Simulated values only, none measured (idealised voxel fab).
Process module in this document: voxel trench capacitor
The width of the displayed cross-section, cut, is 275 nm; its cells are square, with a size of 5 nm.
Cross-section, as written here: a square-cell grid given band by band from the top down, where a band holds one or more rows of cells. Per band: top height and bottom height in nm, followed by the left-to-right materials and their widths in nm; "full width" marks a single material spanning edge to edge, "air" marks empty space. Height datum 0, below which the as-received substrate wafer is one material. Lowest band open at the bottom, running downward: "0 -> down". Per-row width for "30..40": begins at first number (top row of band), ends at second number (bottom row), increment between rows held constant. "nothing was modified" (step): cross-section cells unchanged, all of them. Entry "Sealed void list". Content: empty spaces with no open connection to the top, size 8 cells or greater. Each: width x height at distance. Distance: from left edge. Unit: nm. On each step's line, the part that comes after the settings is the simulator's own comment on the step. "overlay nm" denotes, for a step that has a mask, the displacement of the mask to the right of its planned place, with negative values corresponding to the left.

Below is the list of planned process steps:
1. op RECEIVE | material Si
2. op CONFORMAL_DEP | material SiN | thk nm 10
3. op PATTERN | tone open | mask id TRENCH | material resist | width nm 25 | pitch nm 40 | thk nm 15 | overlay nm 0
4. op DIRECTIONAL_ETCH | etch materials SiN | depth nm 10
5. op DIRECTIONAL_ETCH | etch materials Si | depth nm 40
6. op STRIP | etch materials resist
7. op CONFORMAL_DEP | material Al2O3 | thk nm 5
8. op CONFORMAL_DEP | material TiN | thk nm 5
9. op FILL_DEP | material W | thk nm 10
10. op CMP | height nm 10

Of two wafers, the first: run according to plan:

Cross-section of the wafer as it came to us, i.e., already through step 1:
0 -> down  Si full width
Sealed void list: none

Cross-section: wafer state after step 2:
10 -> 0  SiN full width
For the remainder of the cross-section, below 0, there is no change.

Cross-section: wafer state after step 3:
25 -> 10  85 resist; 25 air; 15 resist; 25 air; 15 resist; 25 air; 85 resist
For the remainder of the cross-section, below 10, there is no change.

Cross-section: wafer state after step 4:
25 -> 10  85 resist; 25 air; 15 resist; 25 air; 15 resist; 25 air; 85 resist
10 -> 0  85 SiN; 25 air; 15 SiN; 25 air; 15 SiN; 25 air; 85 SiN
For the remainder of the cross-section, below 0, there is no change.

Cross-section: wafer state after step 5:
25 -> 10  85 resist; 25 air; 15 resist; 25 air; 15 resist; 25 air; 85 resist
10 -> 0  85 SiN; 25 air; 15 SiN; 25 air; 15 SiN; 25 air; 85 SiN
0 -> -40  85 Si; 25 air; 15 Si; 25 air; 15 Si; 25 air; 85 Si
For the remainder of the cross-section, below -40, there is no change.

Cross-section: wafer state after step 6:
10 -> 0  85 SiN; 25 air; 15 SiN; 25 air; 15 SiN; 25 air; 85 SiN
For the remainder of the cross-section, below 0, there is no change.

Cross-section: wafer state after step 7:
15 -> 10  90 Al2O3; 15 air; 25 Al2O3; 15 air; 25 Al2O3; 15 air; 90 Al2O3
10 -> 0  85 SiN; 5 Al2O3; 15 air; 5 Al2O3; 15 SiN; 5 Al2O3; 15 air; 5 Al2O3; 15 SiN; 5 Al2O3; 15 air; 5 Al2O3; 85 SiN
0 -> -35  85 Si; 5 Al2O3; 15 air; 5 Al2O3; 15 Si; 5 Al2O3; 15 air; 5 Al2O3; 15 Si; 5 Al2O3; 15 air; 5 Al2O3; 85 Si
-35 -> -40  85 Si; 25 Al2O3; 15 Si; 25 Al2O3; 15 Si; 25 Al2O3; 85 Si
For the remainder of the cross-section, below -40, there is no change.

Cross-section: wafer state after step 8:
20 -> 15  95 TiN; 5 air; 35 TiN; 5 air; 35 TiN; 5 air; 95 TiN
15 -> 10  90 Al2O3; 5 TiN; 5 air; 5 TiN; 25 Al2O3; 5 TiN; 5 air; 5 TiN; 25 Al2O3; 5 TiN; 5 air; 5 TiN; 90 Al2O3
10 -> 0  85 SiN; 5 Al2O3; 5 TiN; 5 air; 5 TiN; 5 Al2O3; 15 SiN; 5 Al2O3; 5 TiN; 5 air; 5 TiN; 5 Al2O3; 15 SiN; 5 Al2O3; 5 TiN; 5 air; 5 TiN; 5 Al2O3; 85 SiN
0 -> -30  85 Si; 5 Al2O3; 5 TiN; 5 air; 5 TiN; 5 Al2O3; 15 Si; 5 Al2O3; 5 TiN; 5 air; 5 TiN; 5 Al2O3; 15 Si; 5 Al2O3; 5 TiN; 5 air; 5 TiN; 5 Al2O3; 85 Si
-30 -> -35  85 Si; 5 Al2O3; 15 TiN; 5 Al2O3; 15 Si; 5 Al2O3; 15 TiN; 5 Al2O3; 15 Si; 5 Al2O3; 15 TiN; 5 Al2O3; 85 Si
For the remainder of the cross-section, below -35, there is no change.

Cross-section: wafer state after step 9:
30 -> 20  W full width
20 -> 15  95 TiN; 5 W; 35 TiN; 5 W; 35 TiN; 5 W; 95 TiN
15 -> 10  90 Al2O3; 5 TiN; 5 W; 5 TiN; 25 Al2O3; 5 TiN; 5 W; 5 TiN; 25 Al2O3; 5 TiN; 5 W; 5 TiN; 90 Al2O3
10 -> 0  85 SiN; 5 Al2O3; 5 TiN; 5 W; 5 TiN; 5 Al2O3; 15 SiN; 5 Al2O3; 5 TiN; 5 W; 5 TiN; 5 Al2O3; 15 SiN; 5 Al2O3; 5 TiN; 5 W; 5 TiN; 5 Al2O3; 85 SiN
0 -> -30  85 Si; 5 Al2O3; 5 TiN; 5 W; 5 TiN; 5 Al2O3; 15 Si; 5 Al2O3; 5 TiN; 5 W; 5 TiN; 5 Al2O3; 15 Si; 5 Al2O3; 5 TiN; 5 W; 5 TiN; 5 Al2O3; 85 Si
For the remainder of the cross-section, below -30, there is no change.

Cross-section: wafer state after step 10:
10 -> 0  85 SiN; 5 Al2O3; 5 TiN; 5 W; 5 TiN; 5 Al2O3; 15 SiN; 5 Al2O3; 5 TiN; 5 W; 5 TiN; 5 Al2O3; 15 SiN; 5 Al2O3; 5 TiN; 5 W; 5 TiN; 5 Al2O3; 85 SiN
For the remainder of the cross-section, below 0, there is no change.

Regarding the second of the two wafers: it shared the first wafer's starting condition and process plan, yet one error occurred during its execution. Its history coincides with that of the first wafer up to and including step 6:

Second wafer, section view, time point: scheduled end of step 7:
15 -> 10  90 TiN; 15 air; 25 TiN; 15 air; 25 TiN; 15 air; 90 TiN
10 -> 0  85 SiN; 5 TiN; 15 air; 5 TiN; 15 SiN; 5 TiN; 15 air; 5 TiN; 15 SiN; 5 TiN; 15 air; 5 TiN; 85 SiN
0 -> -35  85 Si; 5 TiN; 15 air; 5 TiN; 15 Si; 5 TiN; 15 air; 5 TiN; 15 Si; 5 TiN; 15 air; 5 TiN; 85 Si
-35 -> -40  85 Si; 25 TiN; 15 Si; 25 TiN; 15 Si; 25 TiN; 85 Si
For the remainder of the cross-section, below -40, there is no change.

Second wafer, section view, time point: scheduled end of step 8:
20 -> 15  95 Al2O3; 5 air; 35 Al2O3; 5 air; 35 Al2O3; 5 air; 95 Al2O3
15 -> 10  90 TiN; 5 Al2O3; 5 air; 5 Al2O3; 25 TiN; 5 Al2O3; 5 air; 5 Al2O3; 25 TiN; 5 Al2O3; 5 air; 5 Al2O3; 90 TiN
10 -> 0  85 SiN; 5 TiN; 5 Al2O3; 5 air; 5 Al2O3; 5 TiN; 15 SiN; 5 TiN; 5 Al2O3; 5 air; 5 Al2O3; 5 TiN; 15 SiN; 5 TiN; 5 Al2O3; 5 air; 5 Al2O3; 5 TiN; 85 SiN
0 -> -30  85 Si; 5 TiN; 5 Al2O3; 5 air; 5 Al2O3; 5 TiN; 15 Si; 5 TiN; 5 Al2O3; 5 air; 5 Al2O3; 5 TiN; 15 Si; 5 TiN; 5 Al2O3; 5 air; 5 Al2O3; 5 TiN; 85 Si
-30 -> -35  85 Si; 5 TiN; 15 Al2O3; 5 TiN; 15 Si; 5 TiN; 15 Al2O3; 5 TiN; 15 Si; 5 TiN; 15 Al2O3; 5 TiN; 85 Si
For the remainder of the cross-section, below -35, there is no change.

Second wafer, section view, time point: scheduled end of step 9:
30 -> 20  W full width
20 -> 15  95 Al2O3; 5 W; 35 Al2O3; 5 W; 35 Al2O3; 5 W; 95 Al2O3
15 -> 10  90 TiN; 5 Al2O3; 5 W; 5 Al2O3; 25 TiN; 5 Al2O3; 5 W; 5 Al2O3; 25 TiN; 5 Al2O3; 5 W; 5 Al2O3; 90 TiN
10 -> 0  85 SiN; 5 TiN; 5 Al2O3; 5 W; 5 Al2O3; 5 TiN; 15 SiN; 5 TiN; 5 Al2O3; 5 W; 5 Al2O3; 5 TiN; 15 SiN; 5 TiN; 5 Al2O3; 5 W; 5 Al2O3; 5 TiN; 85 SiN
0 -> -30  85 Si; 5 TiN; 5 Al2O3; 5 W; 5 Al2O3; 5 TiN; 15 Si; 5 TiN; 5 Al2O3; 5 W; 5 Al2O3; 5 TiN; 15 Si; 5 TiN; 5 Al2O3; 5 W; 5 Al2O3; 5 TiN; 85 Si
For the remainder of the cross-section, below -30, there is no change.

Second wafer, section view, time point: scheduled end of step 10:
10 -> 0  85 SiN; 5 TiN; 5 Al2O3; 5 W; 5 Al2O3; 5 TiN; 15 SiN; 5 TiN; 5 Al2O3; 5 W; 5 Al2O3; 5 TiN; 15 SiN; 5 TiN; 5 Al2O3; 5 W; 5 Al2O3; 5 TiN; 85 SiN
For the remainder of the cross-section, below 0, there is no change.
Where did the run depart from the plan? steps 7 and 8: order swapped relative to plan
Cell-count delta at end, second wafer over first, by material: -12 Al2O3 | +12 TiN
